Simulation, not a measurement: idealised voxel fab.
process module | voxel spacer lines
cross-section cut | 175 nm wide | cells 5 nm
A cross-section is a grid of square cells, given in bands from the top down. A band is one or more rows of cells.
Each band's line starts with the height of the band's top and of its bottom, in nm. Then come its materials from left to right, each with its width in nm. One material with "throughout" fills the band from edge to edge. "air" is empty space.
Height 0 is the level under which the wafer as received is all one material. The lowest band goes on downwards, as in "0 down".
A width such as "30 to 40" changes by the same amount from each row of cells to the next, from the band's top row to its bottom row.
"no change" after a step means that no cell of the cross-section changed.
closed voids: empty space of 8 cells or more with no open way to the top, each as width x height at its distance from the left edge, in nm
after a step's settings: what the simulator itself notes on the step
overlay nm, on a step with a mask: how far to the right of its planned place the mask lay; to the left if negative
plan
1 op RECEIVE | material Si
2 op CONFORMAL_DEP | material Al2O3 | thk nm 5
3 op DIRECTIONAL_DEP | material SiN | thk nm 15
4 op DIRECTIONAL_DEP | material aC | thk nm 25
5 op PATTERN | tone cover | mask id MANDREL | material resist | width nm 15 | pitch nm 50 | thk nm 30 | overlay nm 0
6 op DIRECTIONAL_ETCH | etch materials aC | depth nm 25
7 op STRIP | etch materials resist
8 op CONFORMAL_DEP | material SiO2 | thk nm 10
9 op DIRECTIONAL_ETCH | etch materials SiO2 | depth nm 10
10 op STRIP | etch materials aC
11 op DIRECTIONAL_ETCH | etch materials SiN | depth nm 15
12 op STRIP | etch materials SiO2
varied across the wafers: width nm of step 5. The plan shows the first wafer's value. All wafers start alike
first wafer as received, after step 1
  0 down: Si throughout
  closed voids: none
each wafer at the end: cells of each material gained (+) or lost (-) since it was received, then its closed voids
width nm 15 | +35 Al2O3 | +36 SiN | closed voids: none
width nm 20 | +35 Al2O3 | +36 SiN | closed voids: none
width nm 25 | +35 Al2O3 | +36 SiN | closed voids: none
width nm 30 | +35 Al2O3 | +36 SiN | closed voids: none
